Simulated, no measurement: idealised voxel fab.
Process module name: voxel plated lines
Section shown: cut. Width: 290 nm. Cell size: 5 nm, square.
Bands, listed from the top down, are how a cross-section gets written in this document; the cross-section itself is a grid of square cells, and a band is one or more rows of them.
Band: top height; bottom height; in nm. Then, left to right: material with width in nm, for each material. "full width": a single material spanning edge to edge. "air": empty space.
It should be noted that heights are counted from 0, beneath which the wafer as supplied is of one material throughout, and that the lowest band possesses no lower boundary but continues downward, as written in "z 0 and below".
You'd read "30 to 40" like this: the band's top row of cells is as wide as the first number, its bottom row is as wide as the second, and going down, every row changes width by the same amount as the row before did.
"remains unaltered" after a step means that no cell of the cross-section changed.
"Fully closed voids" means: voids of 8 cells or more that are shut off from the top with no open way through. Written width x height at distance, distance from the left edge, in nm.
Read whatever lies past the settings on a step's line as the simulator's own remark about the step.
overlay nm: step with mask; distance mask lay right of planned place; negative value = left of planned place.
# Set out below are the planned steps of the process
| 1 | RECEIVE, material Si |
| 2 | CONFORMAL_DEP, material SiN, thk nm 5 |
| 3 | DIRECTIONAL_DEP, material TiN, thk nm 5 |
| 4 | PATTERN, tone open, mask id LINES, material resist, width nm 15, pitch nm 40, thk nm 30, overlay nm 0 |
| 5 | EPI, material Ru, thk nm 10 |
| 6 | EPI, material Ru, thk nm 10 |
| 7 | STRIP, etch materials resist |
| 8 | DIRECTIONAL_ETCH, etch materials TiN, depth nm 5 |
| 9 | CONFORMAL_DEP, material SiO2, thk nm 5 |
# The first of two wafers, run as planned
# Incoming wafer in cross-section (state: after step 1)
> z 0 and below | Si full width
> Fully closed voids: none
# Wafer section view after processing step 2
> z 5 to 0 | SiN full width
> Below 0 it's all the same as before, nothing changed down there.
# Wafer section view after processing step 3
> z 10 to 5 | TiN full width
> Below 5 it's all the same as before, nothing changed down there.
# Wafer section view after processing step 4
> z 40 to 10 | resist 115; air 15; resist 25; air 15; resist 120
> Below 10 it's all the same as before, nothing changed down there.
# Wafer section view after processing step 5
> z 40 to 20 | resist 115; air 15; resist 25; air 15; resist 120
> z 20 to 10 | resist 115; Ru 15; resist 25; Ru 15; resist 120
> Below 10 it's all the same as before, nothing changed down there.
# Wafer section view after processing step 6
> z 40 to 30 | resist 115; air 15; resist 25; air 15; resist 120
> z 30 to 10 | resist 115; Ru 15; resist 25; Ru 15; resist 120
> Below 10 it's all the same as before, nothing changed down there.
# Wafer section view after processing step 7
> z 30 to 10 | air 115; Ru 15; air 25; Ru 15; air 120
> Below 10 it's all the same as before, nothing changed down there.
# Wafer section view after processing step 8
> z 30 to 10 | air 115; Ru 15; air 25; Ru 15; air 120
> z 10 to 5 | air 115; TiN 15; air 25; TiN 15; air 120
> Below 5 it's all the same as before, nothing changed down there.
# Wafer section view after processing step 9
> z 35 to 30 | air 110; SiO2 25; air 15; SiO2 25; air 115
> z 30 to 10 | air 110; SiO2 5; Ru 15; SiO2 5; air 15; SiO2 5; Ru 15; SiO2 5; air 115
> z 10 to 5 | SiO2 115; TiN 15; SiO2 25; TiN 15; SiO2 120
> Below 5 it's all the same as before, nothing changed down there.
# The second wafer began exactly as the first did and followed the same plan, but one mistake was made while running it; through step 3 inclusive, the two wafers are identical
# Cross-sectional view of the second wafer at the intended end time of process step 4
> z 40 to 10 | air 115; resist 15; air 25; resist 15; air 120
> Below 10 it's all the same as before, nothing changed down there.
# Cross-sectional view of the second wafer at the intended end time of process step 5
> z 40 to 20 | air 115; resist 15; air 25; resist 15; air 120
> z 20 to 10 | Ru 115; resist 15; Ru 25; resist 15; Ru 120
> Below 10 it's all the same as before, nothing changed down there.
# Cross-sectional view of the second wafer at the intended end time of process step 6
> z 40 to 30 | air 115; resist 15; air 25; resist 15; air 120
> z 30 to 10 | Ru 115; resist 15; Ru 25; resist 15; Ru 120
> Below 10 it's all the same as before, nothing changed down there.
# Cross-sectional view of the second wafer at the intended end time of process step 7
> z 30 to 10 | Ru 115; air 15; Ru 25; air 15; Ru 120
> Below 10 it's all the same as before, nothing changed down there.
# Cross-sectional view of the second wafer at the intended end time of process step 8
> z 30 to 10 | Ru 115; air 15; Ru 25; air 15; Ru 120
> z 10 to 5 | TiN 115; air 15; TiN 25; air 15; TiN 120
> Below 5 it's all the same as before, nothing changed down there.
# Cross-sectional view of the second wafer at the intended end time of process step 9
> z 35 to 30 | SiO2 120; air 5; SiO2 35; air 5; SiO2 125
> z 30 to 10 | Ru 115; SiO2 5; air 5; SiO2 5; Ru 25; SiO2 5; air 5; SiO2 5; Ru 120
> z 10 to 5 | TiN 115; SiO2 15; TiN 25; SiO2 15; TiN 120
> Below 5 it's all the same as before, nothing changed down there.
Error vs. plan: step 4 off recipe, ran as PATTERN, tone cover, mask id LINES, material resist, width nm 15, pitch nm 40, thk nm 30, overlay nm 0
Wafer comparison, final, in cells, second relative to first, materials more or fewer: Ru +184 | TiN +46
